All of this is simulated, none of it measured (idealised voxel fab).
The following process module bears the name voxel gate over fins.
The cross-section on display is named cut; it measures 280 nm wide, and its cells are 5 nm squares.
Cross-section spec: square-cell grid; bands listed top down; each band is one or more rows.
It is stipulated that each band's entry specify, in nanometres, the height of the top of the band and then that of its bottom, followed by the materials of the band in left-to-right sequence, each together with its width in nanometres. A single material marked by the word "everywhere" is understood to fill the band from edge to edge; the word "empty" is understood to denote empty space.
Counting heights begins at 0, where everything beneath is, in the wafer as received, one material. The lowest band has no bottom; it goes on downwards, as "0 nm and below" shows.
A width given as "30 to 40" starts at the first number in the band's top row and ends at the second number in its bottom row, shifting by an equal amount at every step from row to row.
Step marked "remains unaltered"? Then no cell in the cross-section changed in it.
In the "Enclosed cavities" entry, you get each enclosed empty space of 8 cells or more, one with no open way to the top, written width x height at distance, distance from the left edge, in nm.
What comes after the settings on a step's line is commentary from the simulator itself on that step.
"overlay nm" on a masked step: distance the mask lay right of its planned place, negative for left.
# Listed below are the process steps as planned
1) RECEIVE, material Si
2) CONFORMAL_DEP, material SiN, thk nm 5
3) PATTERN, tone cover, mask id FINS, material resist, width nm 15, pitch nm 55, thk nm 15, overlay nm 0
4) DIRECTIONAL_ETCH, etch materials SiN, depth nm 5
5) DIRECTIONAL_ETCH, etch materials Si, depth nm 35
6) STRIP, etch materials resist
7) OXIDIZE, depth nm 5
8) FILL_DEP, material SiO2, thk nm 15
9) CMP, height nm 5
10) DIRECTIONAL_DEP, material aC, thk nm 10
11) PATTERN, tone open, mask id RAIL, material resist, width nm 15, thk nm 25, overlay nm 0
12) DIRECTIONAL_ETCH, etch materials aC, depth nm 10
13) STRIP, etch materials resist
14) DIRECTIONAL_ETCH, etch materials SiO2, depth nm 35
15) STRIP, etch materials aC
16) CONFORMAL_DEP, material TiN, thk nm 5
17) FILL_DEP, material W, thk nm 5
18) CMP, height nm 5
19) SELECTIVE_ETCH, etch materials W Ru TiN, depth nm 25
20) FILL_DEP, material SiO2, thk nm 5
21) CMP, height nm 5
22) SELECTIVE_ETCH, etch materials SiO2, depth nm 15
23) STRIP, etch materials SiN
24) CONFORMAL_DEP, material HfO2, thk nm 5
25) CONFORMAL_DEP, material TiN, thk nm 5
26) CONFORMAL_DEP, material TiAl, thk nm 5
27) CONFORMAL_DEP, material TiN, thk nm 5
28) FILL_DEP, material W, thk nm 15
29) CMP, height nm 30
30) CONFORMAL_DEP, material SiN, thk nm 5
# Delivered wafer in cross-section: state after step 1
> 0 nm and below | Si everywhere
> Enclosed cavities: none
# Final wafer profile in cross-section after the module, from the same start and plan as above, with one mistake made during processing
> 35 nm to 30 nm | SiN everywhere
> 30 nm to 25 nm | W 50 | TiN 175 | W 55
> 25 nm to 20 nm | W 50 | TiN 5 | TiAl 165 | TiN 5 | W 55
> 20 nm to 15 nm | TiN 55 | TiAl 165 | TiN 60
> 15 nm to 10 nm | TiAl everywhere
> 10 nm to 5 nm | TiAl 70 | TiN 25 | TiAl 30 | TiN 25 | TiAl 30 | TiN 25 | TiAl 75
> 5 nm to 0 nm | TiAl 70 | TiN 5 | HfO2 15 | TiN 5 | TiAl 30 | TiN 5 | HfO2 15 | TiN 5 | TiAl 30 | TiN 5 | HfO2 15 | TiN 5 | TiAl 75
> 0 nm to -5 nm | TiN 75 | HfO2 5 | Si 5 | HfO2 5 | TiN 40 | HfO2 5 | Si 5 | HfO2 5 | TiN 40 | HfO2 5 | Si 5 | HfO2 5 | TiN 80
> -5 nm to -10 nm | HfO2 80 | Si 5 | HfO2 50 | Si 5 | HfO2 50 | Si 5 | HfO2 85
> -10 nm to -20 nm | SiO2 80 | Si 5 | SiO2 50 | Si 5 | SiO2 50 | Si 5 | SiO2 85
> -20 nm to -25 nm | SiO2 80 | Si 5 | SiO2 15 | TiN 5 | W 5 | TiN 5 | SiO2 20 | Si 5 | SiO2 50 | Si 5 | SiO2 85
> -25 nm to -30 nm | SiO2 80 | Si 5 | SiO2 15 | TiN 15 | SiO2 20 | Si 5 | SiO2 50 | Si 5 | SiO2 85
> -30 nm to -40 nm | SiO2 80 | Si 5 | SiO2 50 | Si 5 | SiO2 50 | Si 5 | SiO2 85
> -40 nm and below | Si everywhere
> Enclosed cavities: none
Run error: step 26 was processed under conditions differing from the plan, specifically as CONFORMAL_DEP, material TiAl, thk nm 15
